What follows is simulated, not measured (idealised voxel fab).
process module | voxel self aligned vias
cross-section cut | 260 nm wide | cells 5 nm
A cross-section is a grid of square cells, given in bands from the top down. A band is one or more rows of cells.
Each band's line starts with the height of the band's top and of its bottom, in nm. Then come its materials from left to right, each with its width in nm. One material with "throughout" fills the band from edge to edge. "air" is empty space.
Height 0 is the level under which the wafer as received is all one material. The lowest band goes on downwards, as in "0 down".
A width such as "30 to 40" changes by the same amount from each row of cells to the next, from the band's top row to its bottom row.
"no change" after a step means that no cell of the cross-section changed.
closed voids: empty space of 8 cells or more with no open way to the top, each as width x height at its distance from the left edge, in nm
after a step's settings: what the simulator itself notes on the step
overlay nm, on a step with a mask: how far to the right of its planned place the mask lay; to the left if negative
plan
1 op RECEIVE | material Si
2 op CONFORMAL_DEP | material SiO2 | thk nm 10
3 op CONFORMAL_DEP | material SiCN | thk nm 5
4 op DIRECTIONAL_DEP | material lowk | thk nm 30
5 op PATTERN | tone open | mask id LINES | material resist | width nm 20 | pitch nm 50 | thk nm 20 | overlay nm 0
6 op DIRECTIONAL_ETCH | etch materials lowk | depth nm 30
7 op STRIP | etch materials resist
8 op CONFORMAL_DEP | material TiN | thk nm 5
9 op FILL_DEP | material W | thk nm 10
10 op CMP | height nm 45
11 op SELECTIVE_ETCH | etch materials W Ru TiN | depth nm 5
12 op FILL_DEP | material SiN | thk nm 10
13 op CMP | height nm 45
14 op DIRECTIONAL_DEP | material lowk | thk nm 20
15 op MASKED_ETCH | tone open | mask id VIAS | width nm 30 | etch materials lowk | depth nm 20 | overlay nm 0
16 op MASKED_ETCH | tone open | mask id VIAS | width nm 30 | etch materials SiN | depth nm 5 | overlay nm 0
17 op CONFORMAL_DEP | material TiN | thk nm 5
18 op FILL_DEP | material Cu | thk nm 5
19 op CMP | height nm 65
20 op CONFORMAL_DEP | material SiCN | thk nm 5
first wafer, as planned
as received, after step 1
  0 down: Si throughout
  closed voids: none
after step 2
  10 to 0: SiO2 throughout
  below 0: unchanged
after step 3
  15 to 10: SiCN throughout
  below 10: unchanged
after step 4
  45 to 15: lowk throughout
  below 15: unchanged
after step 5
  65 to 45: resist 95 | air 20 | resist 30 | air 20 | resist 95
  below 45: unchanged
after step 6
  65 to 45: resist 95 | air 20 | resist 30 | air 20 | resist 95
  45 to 15: lowk 95 | air 20 | lowk 30 | air 20 | lowk 95
  below 15: unchanged
after step 7
  45 to 15: lowk 95 | air 20 | lowk 30 | air 20 | lowk 95
  below 15: unchanged
after step 8
  50 to 45: TiN 100 | air 10 | TiN 40 | air 10 | TiN 100
  45 to 20: lowk 95 | TiN 5 | air 10 | TiN 5 | lowk 30 | TiN 5 | air 10 | TiN 5 | lowk 95
  20 to 15: lowk 95 | TiN 20 | lowk 30 | TiN 20 | lowk 95
  below 15: unchanged
after step 9
  60 to 50: W throughout
  50 to 45: TiN 100 | W 10 | TiN 40 | W 10 | TiN 100
  45 to 20: lowk 95 | TiN 5 | W 10 | TiN 5 | lowk 30 | TiN 5 | W 10 | TiN 5 | lowk 95
  below 20: unchanged
after step 10
  45 to 20: lowk 95 | TiN 5 | W 10 | TiN 5 | lowk 30 | TiN 5 | W 10 | TiN 5 | lowk 95
  below 20: unchanged
after step 11
  45 to 40: lowk 95 | air 20 | lowk 30 | air 20 | lowk 95
  below 40: unchanged
after step 12
  55 to 45: SiN throughout
  45 to 40: lowk 95 | SiN 20 | lowk 30 | SiN 20 | lowk 95
  below 40: unchanged
after step 13
  45 to 40: lowk 95 | SiN 20 | lowk 30 | SiN 20 | lowk 95
  below 40: unchanged
after step 14
  65 to 45: lowk throughout
  below 45: unchanged
after step 15
  65 to 45: lowk 90 | air 30 | lowk 140
  below 45: unchanged
after step 16
  65 to 45: lowk 90 | air 30 | lowk 140
  45 to 40: lowk 95 | air 20 | lowk 30 | SiN 20 | lowk 95
  below 40: unchanged
after step 17
  70 to 65: TiN 95 | air 20 | TiN 145
  65 to 50: lowk 90 | TiN 5 | air 20 | TiN 5 | lowk 140
  50 to 45: lowk 90 | TiN 10 | air 10 | TiN 10 | lowk 140
  45 to 40: lowk 95 | TiN 20 | lowk 30 | SiN 20 | lowk 95
  below 40: unchanged
after step 18
  75 to 70: Cu throughout
  70 to 65: TiN 95 | Cu 20 | TiN 145
  65 to 50: lowk 90 | TiN 5 | Cu 20 | TiN 5 | lowk 140
  50 to 45: lowk 90 | TiN 10 | Cu 10 | TiN 10 | lowk 140
  below 45: unchanged
after step 19
  65 to 50: lowk 90 | TiN 5 | Cu 20 | TiN 5 | lowk 140
  below 50: unchanged
after step 20
  70 to 65: SiCN throughout
  below 65: unchanged
second wafer: like start, like plan, one mistake. Through step 14 it matches the first wafer
when step 15 should have ended
  65 to 45: lowk 90 | air 30 | lowk 140
  45 to 40: lowk 90 | air 5 | SiN 20 | air 5 | lowk 25 | SiN 20 | lowk 95
  40 to 35: lowk 90 | air 5 | TiN 5 | W 10 | TiN 5 | air 5 | lowk 25 | TiN 5 | W 10 | TiN 5 | lowk 95
  below 35: unchanged
when step 16 should have ended
  65 to 45: lowk 90 | air 30 | lowk 140
  45 to 40: lowk 90 | air 30 | lowk 25 | SiN 20 | lowk 95
  below 40: unchanged
when step 17 should have ended
  70 to 65: TiN 95 | air 20 | TiN 145
  65 to 45: lowk 90 | TiN 5 | air 20 | TiN 5 | lowk 140
  45 to 40: lowk 90 | TiN 30 | lowk 25 | SiN 20 | lowk 95
  40 to 35: lowk 90 | TiN 10 | W 10 | TiN 10 | lowk 25 | TiN 5 | W 10 | TiN 5 | lowk 95
  below 35: unchanged
when step 18 should have ended
  75 to 70: Cu throughout
  70 to 65: TiN 95 | Cu 20 | TiN 145
  65 to 45: lowk 90 | TiN 5 | Cu 20 | TiN 5 | lowk 140
  below 45: unchanged
when step 19 should have ended
  65 to 45: lowk 90 | TiN 5 | Cu 20 | TiN 5 | lowk 140
  below 45: unchanged
when step 20 should have ended
  70 to 65: SiCN throughout
  below 65: unchanged
what went wrong: step 15 ran as: op MASKED_ETCH | tone open | mask id VIAS | width nm 30 | etch materials lowk | depth nm 30 | overlay nm 0
at the end the second wafer has, in cells: 2 more of Cu | 2 more of TiN | 4 fewer of lowk
